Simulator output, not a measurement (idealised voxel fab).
The name of this process module is voxel spacer lines.
Square cells of 5 nm make up the cross-section cut, whose width is 185 nm.
The cross-sections in this document take the form of a grid made of square cells. They are written out as bands, in order from top to bottom. Each band consists of one or more rows of cells. This entry defines a band. It first specifies the height of the band's top and the height of its bottom in nm, and then specifies the band's materials from left to right, stating each material with its width in nm. The word "full width" identifies a single material that fills the band from edge to edge, while the word "air" identifies empty space. Convention: height 0 is the level below which the wafer, as received, is all one material. The lowest band does not terminate at the bottom but continues downward, represented as "0 down". Width: "30->40" (first number = top row, second number = bottom row, same change from row to row of cells). Where a step carries "left unchanged", the cross-section came out of it unchanged, cell for cell. What "Non-vented voids" gives you is every empty space of 8 cells or more that is cut off from the top. Each appears as width x height at distance, with the distance taken from the left edge and width, height and distance all in nm. On a step's line, text after the settings is the simulator commenting on that step. overlay nm, on a step with a mask: how far to the right of its planned place the mask lay; to the left if negative.
LISTED BELOW ARE THE PROCESS STEPS AS PLANNED
1: RECEIVE: material Si
2: CONFORMAL_DEP: material Al2O3, thk nm 5
3: DIRECTIONAL_DEP: material SiN, thk nm 10
4: DIRECTIONAL_DEP: material aC, thk nm 25
5: PATTERN: tone cover, mask id MANDREL, material resist, width nm 25, pitch nm 70, thk nm 30, overlay nm 0
6: DIRECTIONAL_ETCH: etch materials aC, depth nm 25
7: STRIP: etch materials resist
8: CONFORMAL_DEP: material SiO2, thk nm 10
9: DIRECTIONAL_ETCH: etch materials SiO2, depth nm 10
10: STRIP: etch materials aC
11: DIRECTIONAL_ETCH: etch materials SiN, depth nm 10
12: STRIP: etch materials SiO2
13: FILL_DEP: material lowk, thk nm 5
14: CMP: height nm 15
THE FOLLOWING PERTAINS TO THE FIRST OF TWO WAFERS, WHICH WAS PROCESSED AS PLANNED
DELIVERED WAFER IN CROSS-SECTION: STATE AFTER STEP 1
- 0 down | Si full width
- Non-vented voids: none
PRESENTED HERE IS A CROSS-SECTION OF THE WAFER AFTER STEP 2 HAS BEEN PERFORMED
- 5 to 0 | Al2O3 full width
- Nothing below the height 0 has changed.
PRESENTED HERE IS A CROSS-SECTION OF THE WAFER AFTER STEP 3 HAS BEEN PERFORMED
- 15 to 5 | SiN full width
- Nothing below the height 5 has changed.
PRESENTED HERE IS A CROSS-SECTION OF THE WAFER AFTER STEP 4 HAS BEEN PERFORMED
- 40 to 15 | aC full width
- Nothing below the height 15 has changed.
PRESENTED HERE IS A CROSS-SECTION OF THE WAFER AFTER STEP 5 HAS BEEN PERFORMED
- 70 to 40 | 45 of air / 25 of resist / 45 of air / 25 of resist / 45 of air
- Nothing below the height 40 has changed.
PRESENTED HERE IS A CROSS-SECTION OF THE WAFER AFTER STEP 6 HAS BEEN PERFORMED
- 45 to 40 | 45 of air / 25 of resist / 45 of air / 25 of resist / 45 of air
- 40 to 15 | 45 of air / 25 of aC / 45 of air / 25 of aC / 45 of air
- Nothing below the height 15 has changed.
PRESENTED HERE IS A CROSS-SECTION OF THE WAFER AFTER STEP 7 HAS BEEN PERFORMED
- 40 to 15 | 45 of air / 25 of aC / 45 of air / 25 of aC / 45 of air
- Nothing below the height 15 has changed.
PRESENTED HERE IS A CROSS-SECTION OF THE WAFER AFTER STEP 8 HAS BEEN PERFORMED
- 50 to 40 | 35 of air / 45 of SiO2 / 25 of air / 45 of SiO2 / 35 of air
- 40 to 25 | 35 of air / 10 of SiO2 / 25 of aC / 10 of SiO2 / 25 of air / 10 of SiO2 / 25 of aC / 10 of SiO2 / 35 of air
- 25 to 15 | 45 of SiO2 / 25 of aC / 45 of SiO2 / 25 of aC / 45 of SiO2
- Nothing below the height 15 has changed.
PRESENTED HERE IS A CROSS-SECTION OF THE WAFER AFTER STEP 9 HAS BEEN PERFORMED
- 40 to 15 | 35 of air / 10 of SiO2 / 25 of aC / 10 of SiO2 / 25 of air / 10 of SiO2 / 25 of aC / 10 of SiO2 / 35 of air
- Nothing below the height 15 has changed.
PRESENTED HERE IS A CROSS-SECTION OF THE WAFER AFTER STEP 10 HAS BEEN PERFORMED
- 40 to 15 | 35 of air / 10 of SiO2 / 25 of air / 10 of SiO2 / 25 of air / 10 of SiO2 / 25 of air / 10 of SiO2 / 35 of air
- Nothing below the height 15 has changed.
PRESENTED HERE IS A CROSS-SECTION OF THE WAFER AFTER STEP 11 HAS BEEN PERFORMED
- 40 to 15 | 35 of air / 10 of SiO2 / 25 of air / 10 of SiO2 / 25 of air / 10 of SiO2 / 25 of air / 10 of SiO2 / 35 of air
- 15 to 5 | 35 of air / 10 of SiN / 25 of air / 10 of SiN / 25 of air / 10 of SiN / 25 of air / 10 of SiN / 35 of air
- Nothing below the height 5 has changed.
PRESENTED HERE IS A CROSS-SECTION OF THE WAFER AFTER STEP 12 HAS BEEN PERFORMED
- 15 to 5 | 35 of air / 10 of SiN / 25 of air / 10 of SiN / 25 of air / 10 of SiN / 25 of air / 10 of SiN / 35 of air
- Nothing below the height 5 has changed.
PRESENTED HERE IS A CROSS-SECTION OF THE WAFER AFTER STEP 13 HAS BEEN PERFORMED
- 20 to 15 | lowk full width
- 15 to 5 | 35 of lowk / 10 of SiN / 25 of lowk / 10 of SiN / 25 of lowk / 10 of SiN / 25 of lowk / 10 of SiN / 35 of lowk
- Nothing below the height 5 has changed.
PRESENTED HERE IS A CROSS-SECTION OF THE WAFER AFTER STEP 14 HAS BEEN PERFORMED
- 15 to 5 | 35 of lowk / 10 of SiN / 25 of lowk / 10 of SiN / 25 of lowk / 10 of SiN / 25 of lowk / 10 of SiN / 35 of lowk
- Nothing below the height 5 has changed.
FOR THE SECOND WAFER, TAKE THE FIRST WAFER'S START AND PLAN, THEN ADD ONE MISTAKE MADE IN RUNNING IT; EVERYTHING THROUGH STEP 12, THAT STEP INCLUDED, IS SHARED WITH THE FIRST
SECOND WAFER AT THE PLANNED FINISH OF STEP 13, SEEN IN CROSS-SECTION
- 20 to 15 | aC full width
- 15 to 5 | 35 of aC / 10 of SiN / 25 of aC / 10 of SiN / 25 of aC / 10 of SiN / 25 of aC / 10 of SiN / 35 of aC
- Nothing below the height 5 has changed.
SECOND WAFER AT THE PLANNED FINISH OF STEP 14, SEEN IN CROSS-SECTION
- 15 to 5 | 35 of aC / 10 of SiN / 25 of aC / 10 of SiN / 25 of aC / 10 of SiN / 25 of aC / 10 of SiN / 35 of aC
- Nothing below the height 5 has changed.
What was done differently from what was planned? step 13 changed vs plan, executed as FILL_DEP: material aC, thk nm 5
Heads up, by the end the second wafer has more or fewer cells of some materials compared to the first: 58 more of aC, 58 fewer of lowk
